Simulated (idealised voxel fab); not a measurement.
Module name: voxel transistor to metal (process module)
Displayed cross-section: cut, width of 195 nm, square cells sized 5 nm.
Throughout this document, each cross-section is represented as a grid of square cells and is presented as a sequence of bands enumerated from the top downward, where a band comprises one or more rows of cells. For a band, the entry starts with two heights in nm, that of the top and then that of the bottom, and carries on with the band's materials in order from left to right, each alongside its width in nm; the word "full width" beside a single material means it fills the band edge to edge, and "air" means empty space. Height is counted from the level 0, under which the received wafer is composed throughout of one material. The lowest of the bands is not closed at the bottom but continues downward, in the notation "0..down". A width such as "30->40" changes by the same amount from each row of cells to the next, from the band's top row to its bottom row. "nothing got changed" (step): cross-section cells unchanged, all of them. What "Internal closed voids" gives you is every empty space of 8 cells or more that is cut off from the top. Each appears as width x height at distance, with the distance taken from the left edge and width, height and distance all in nm. Past the settings on a step's line: simulator remark, on that step. You can add "overlay nm" to a step's line. For a step with a mask, it describes how far the mask lay to the right of its planned position, and a negative number describes a lay to the left.
### This section lists the process steps that were planned
1: RECEIVE,material Si
2: CONFORMAL_DEP,material SiO2,thk nm 5
3: CONFORMAL_DEP,material SiN,thk nm 10
4: MASKED_ETCH,tone cover,mask id ACTIVE,width nm 125,etch materials SiN,depth nm 10,overlay nm 0
5: MASKED_ETCH,tone cover,mask id ACTIVE,width nm 125,etch materials SiO2,depth nm 5,overlay nm 0
6: MASKED_ETCH,tone cover,mask id ACTIVE,width nm 125,etch materials Si,depth nm 25,overlay nm 0
7: FILL_DEP,material SiO2,thk nm 5
8: CMP,height nm 15
9: SELECTIVE_ETCH,etch materials SiO2,depth nm 10
10: STRIP,etch materials SiN
11: SELECTIVE_ETCH,etch materials SiO2,depth nm 5
12: OXIDIZE,depth nm 5
13: DIRECTIONAL_DEP,material polySi,thk nm 25
14: DIRECTIONAL_DEP,material SiCN,thk nm 10
15: PATTERN,tone cover,mask id GATE,material resist,width nm 25,thk nm 15,overlay nm 0
16: DIRECTIONAL_ETCH,etch materials SiCN,depth nm 20
17: DIRECTIONAL_ETCH,etch materials polySi,depth nm 35
18: STRIP,etch materials resist
19: CONFORMAL_DEP,material SiN,thk nm 10
20: DIRECTIONAL_ETCH,etch materials SiN,depth nm 10
21: DIRECTIONAL_ETCH,etch materials SiO2,depth nm 5
22: DIRECTIONAL_ETCH,etch materials Si,depth nm 5
23: EPI,material SiGe,thk nm 10
24: FILL_DEP,material SiO2,thk nm 10
25: CMP,height nm 35
26: DIRECTIONAL_DEP,material SiO2,thk nm 15
27: DIRECTIONAL_DEP,material aC,thk nm 15
28: PATTERN,tone open,mask id CONTACT,material resist,width nm 35,pitch nm 70,thk nm 30,overlay nm 0
29: DIRECTIONAL_ETCH,etch materials aC,depth nm 15
30: STRIP,etch materials resist
31: DIRECTIONAL_ETCH,etch materials SiO2,depth nm 50
32: STRIP,etch materials aC
33: CONFORMAL_DEP,material TiN,thk nm 5
34: FILL_DEP,material Ru,thk nm 10
35: CMP,height nm 50
36: CONFORMAL_DEP,material SiCN,thk nm 5
37: DIRECTIONAL_DEP,material lowk,thk nm 20
38: MASKED_ETCH,tone open,mask id METAL_1,width nm 20,pitch nm 85,etch materials lowk,depth nm 20,overlay nm 0
39: MASKED_ETCH,tone open,mask id METAL_1,width nm 20,pitch nm 85,etch materials SiCN,depth nm 5,overlay nm 0
40: CONFORMAL_DEP,material TiN,thk nm 5
41: FILL_DEP,material W,thk nm 5
42: CMP,height nm 75
43: CONFORMAL_DEP,material SiCN,thk nm 5
44: DIRECTIONAL_DEP,material SiO2,thk nm 30
45: PATTERN,tone open,mask id METAL_2,material resist,width nm 20,pitch nm 85,thk nm 15,overlay nm 0
46: DIRECTIONAL_ETCH,etch materials SiO2,depth nm 20
47: STRIP,etch materials resist
48: MASKED_ETCH,tone open,mask id METAL_2_HOLES,width nm 15,pitch nm 85,etch materials SiO2,depth nm 10,overlay nm 0
49: MASKED_ETCH,tone open,mask id METAL_2_HOLES,width nm 15,pitch nm 85,etch materials SiCN,depth nm 5,overlay nm 0
50: CONFORMAL_DEP,material TiN,thk nm 5
51: FILL_DEP,material Cu,thk nm 10
52: CMP,height nm 110
53: CONFORMAL_DEP,material SiN,thk nm 5
### Wafer cross-section on receipt, i.e. after step 1
- 0..down = Si full width
- Internal closed voids: none
### Here's the cross-section of the first of our two wafers at the end of the module - it ran as planned
- 115..110 = SiN full width
- 110..95 = 45 SiO2, 5 TiN, 10 Cu, 5 TiN, 65 SiO2, 5 TiN, 10 Cu, 5 TiN, 45 SiO2
- 95..90 = 45 SiO2, 5 TiN, 5 Cu, 10 TiN, 65 SiO2, 5 TiN, 5 Cu, 10 TiN, 45 SiO2
- 90..80 = 45 SiO2, 5 TiN, 5 Cu, 5 TiN, 70 SiO2, 5 TiN, 5 Cu, 5 TiN, 50 SiO2
- 80..75 = 45 SiCN, 15 TiN, 70 SiCN, 15 TiN, 50 SiCN
- 75..55 = 45 lowk, 5 TiN, 10 W, 5 TiN, 65 lowk, 5 TiN, 10 W, 5 TiN, 45 lowk
- 55..50 = 45 SiCN, 20 TiN, 65 SiCN, 20 TiN, 45 SiCN
- 50..40 = 45 SiO2, 5 TiN, 25 Ru, 5 TiN, 35 SiO2, 5 TiN, 25 Ru, 5 TiN, 45 SiO2
- 40..35 = 45 SiO2, 5 TiN, 20 Ru, 10 TiN, 35 SiO2, 10 TiN, 20 Ru, 5 TiN, 45 SiO2
- 35..25 = 45 SiO2, 5 TiN, 20 Ru, 5 TiN, 10 SiN, 25 SiCN, 10 SiN, 5 TiN, 20 Ru, 5 TiN, 45 SiO2
- 25..10 = 45 SiO2, 5 TiN, 20 Ru, 5 TiN, 10 SiN, 25 polySi, 10 SiN, 5 TiN, 20 Ru, 5 TiN, 45 SiO2
- 10..5 = 45 SiO2, 5 TiN, 10 Ru, 15 TiN, 10 SiN, 25 polySi, 10 SiN, 15 TiN, 10 Ru, 5 TiN, 45 SiO2
- 5..0 = 45 SiO2, 20 TiN, 10 SiGe, 10 SiN, 25 polySi, 10 SiN, 10 SiGe, 20 TiN, 45 SiO2
- 0..-5 = 30 SiO2, 45 SiGe, 45 SiO2, 45 SiGe, 30 SiO2
- -5..-10 = 35 SiO2, 40 SiGe, 45 Si, 40 SiGe, 35 SiO2
- -10..-25 = 35 SiO2, 125 Si, 35 SiO2
- -25..down = Si full width
- Internal closed voids: none
### Wafer two cross-section, module end. Start and plan unchanged from wafer one; one mistake made during the run
- 115..110 = SiN full width
- 110..95 = 45 SiO2, 5 TiN, 10 Cu, 5 TiN, 65 SiO2, 5 TiN, 10 Cu, 5 TiN, 45 SiO2
- 95..90 = 45 SiO2, 5 TiN, 5 Cu, 10 TiN, 65 SiO2, 5 TiN, 5 Cu, 10 TiN, 45 SiO2
- 90..80 = 45 SiO2, 5 TiN, 5 Cu, 5 TiN, 70 SiO2, 5 TiN, 5 Cu, 5 TiN, 50 SiO2
- 80..70 = 45 SiCN, 15->20 TiN, 70->65 SiCN, 15->20 TiN, 50->45 SiCN
- 70..50 = lowk full width
- 50..40 = 45 SiO2, 5 TiN, 25 Ru, 5 TiN, 35 SiO2, 5 TiN, 25 Ru, 5 TiN, 45 SiO2
- 40..35 = 45 SiO2, 5 TiN, 20 Ru, 10 TiN, 35 SiO2, 10 TiN, 20 Ru, 5 TiN, 45 SiO2
- 35..25 = 45 SiO2, 5 TiN, 20 Ru, 5 TiN, 10 SiN, 25 SiCN, 10 SiN, 5 TiN, 20 Ru, 5 TiN, 45 SiO2
- 25..10 = 45 SiO2, 5 TiN, 20 Ru, 5 TiN, 10 SiN, 25 polySi, 10 SiN, 5 TiN, 20 Ru, 5 TiN, 45 SiO2
- 10..5 = 45 SiO2, 5 TiN, 10 Ru, 15 TiN, 10 SiN, 25 polySi, 10 SiN, 15 TiN, 10 Ru, 5 TiN, 45 SiO2
- 5..0 = 45 SiO2, 20 TiN, 10 SiGe, 10 SiN, 25 polySi, 10 SiN, 10 SiGe, 20 TiN, 45 SiO2
- 0..-5 = 30 SiO2, 45 SiGe, 45 SiO2, 45 SiGe, 30 SiO2
- -5..-10 = 35 SiO2, 40 SiGe, 45 Si, 40 SiGe, 35 SiO2
- -10..-25 = 35 SiO2, 125 Si, 35 SiO2
- -25..down = Si full width
- Internal closed voids: none
Heads up, the wafer didn't run the way we planned it: steps 36 and 37 of the plan were each performed in the slot designated for the other
Final comparison by cell count, materials where the second wafer has more or fewer than the first: TiN -16, W -16, lowk +32
